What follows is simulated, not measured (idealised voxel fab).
process module | voxel self aligned contacts
The cross-section shown here is cut; it is 225 nm wide and divided into square cells measuring 5 nm on a side.
Cross-sections here: square-cell grids, written as top-down lists of bands, a band being one or more rows of cells.
It is stipulated that each band's entry specify, in nanometres, the height of the top of the band and then that of its bottom, followed by the materials of the band in left-to-right sequence, each together with its width in nanometres. A single material marked by the word "edge to edge" is understood to fill the band from edge to edge; the word "empty" is understood to denote empty space.
Height is counted from the level 0, under which the received wafer is composed throughout of one material. The lowest of the bands is not closed at the bottom but continues downward, in the notation "0 -> down".
A width given as "30 to 40" starts at the first number in the band's top row and ends at the second number in its bottom row, shifting by an equal amount at every step from row to row.
Where a step carries "identical to before", the cross-section came out of it unchanged, cell for cell.
"Completely sealed voids" means: voids of 8 cells or more that are shut off from the top with no open way through. Written width x height at distance, distance from the left edge, in nm.
after a step's settings: what the simulator itself notes on the step
Among the settings permitted on a step's line is "overlay nm"; applied to a step with a mask, it specifies the extent to which the mask lay to the right of its planned position, whereas a negative figure signifies a position to the left.
Planned step list for the process:
1) RECEIVE, material Si
2) CONFORMAL_DEP, material SiO2, thk nm 5
3) DIRECTIONAL_DEP, material polySi, thk nm 25
4) DIRECTIONAL_DEP, material SiN, thk nm 20
5) MASKED_ETCH, tone cover, mask id GATE, width nm 30, pitch nm 70, etch materials SiN, depth nm 20, overlay nm 0
6) MASKED_ETCH, tone cover, mask id GATE, width nm 30, pitch nm 70, etch materials polySi, depth nm 25, overlay nm 0
7) CONFORMAL_DEP, material SiN, thk nm 10
8) DIRECTIONAL_ETCH, etch materials SiN, depth nm 10
9) FILL_DEP, material SiO2, thk nm 10
10) CMP, height nm 45
11) PATTERN, tone open, mask id CONTACT, material resist, width nm 50, thk nm 20, overlay nm 0
12) DIRECTIONAL_ETCH, etch materials SiO2, depth nm 55
13) STRIP, etch materials resist
14) CONFORMAL_DEP, material TiN, thk nm 5
15) FILL_DEP, material Ru, thk nm 10
16) CMP, height nm 55
17) CONFORMAL_DEP, material SiCN, thk nm 5
Be aware that, although all wafers share a common starting state, the height nm at step 10 differs among them, and the plan displays the first wafer's value.
Cross-section: the first of several wafers in its as-received state, i.e. following step 1:
0 -> down  Si edge to edge
Completely sealed voids: none
First of several wafers, sectioned at end of module (last step: step 17):
60 -> 55  SiCN edge to edge
55 -> 50  Ru edge to edge
50 -> 45  TiN (105), Ru (10), TiN (110)
45 -> 30  SiO2 (50), SiN (50), TiN (5), Ru (10), TiN (5), SiN (50), SiO2 (55)
30 -> 5  SiO2 (50), SiN (10), polySi (30), SiN (10), TiN (5), Ru (10), TiN (5), SiN (10), polySi (30), SiN (10), SiO2 (55)
5 -> 0  SiO2 (100), TiN (20), SiO2 (105)
0 -> down  Si edge to edge
Completely sealed voids: none
Last wafer of the set, cross-sectioned at end of module:
60 -> 55  SiCN edge to edge
55 -> 50  SiO2 (85), TiN (20), Ru (10), TiN (20), SiO2 (90)
50 -> 30  SiO2 (50), SiN (50), TiN (5), Ru (10), TiN (5), SiN (50), SiO2 (55)
30 -> 10  SiO2 (50), SiN (10), polySi (30), SiN (10), TiN (5), Ru (10), TiN (5), SiN (10), polySi (30), SiN (10), SiO2 (55)
10 -> 5  SiO2 (50), SiN (10), polySi (30), SiN (10), TiN (20), SiN (10), polySi (30), SiN (10), SiO2 (55)
5 -> 0  SiO2 edge to edge
0 -> down  Si edge to edge
Completely sealed voids: none
What follows is a table in which each wafer occupies a row; for the wafer as it stands at the close of the module, the row states, material by material, how many cells have been gained (+) or lost (-) since receipt, and then gives its closed voids:
height nm 45 | +63 Ru | +45 SiCN | +100 SiN | +209 SiO2 | +63 TiN | +60 polySi | Completely sealed voids: none
height nm 50 | +20 Ru | +45 SiCN | +120 SiN | +230 SiO2 | +65 TiN | +60 polySi | Completely sealed voids: none
height nm 55 | +20 Ru | +45 SiCN | +120 SiN | +265 SiO2 | +30 TiN | +60 polySi | Completely sealed voids: none
height nm 60 | +18 Ru | +45 SiCN | +120 SiN | +269 SiO2 | +28 TiN | +60 polySi | Completely sealed voids: none
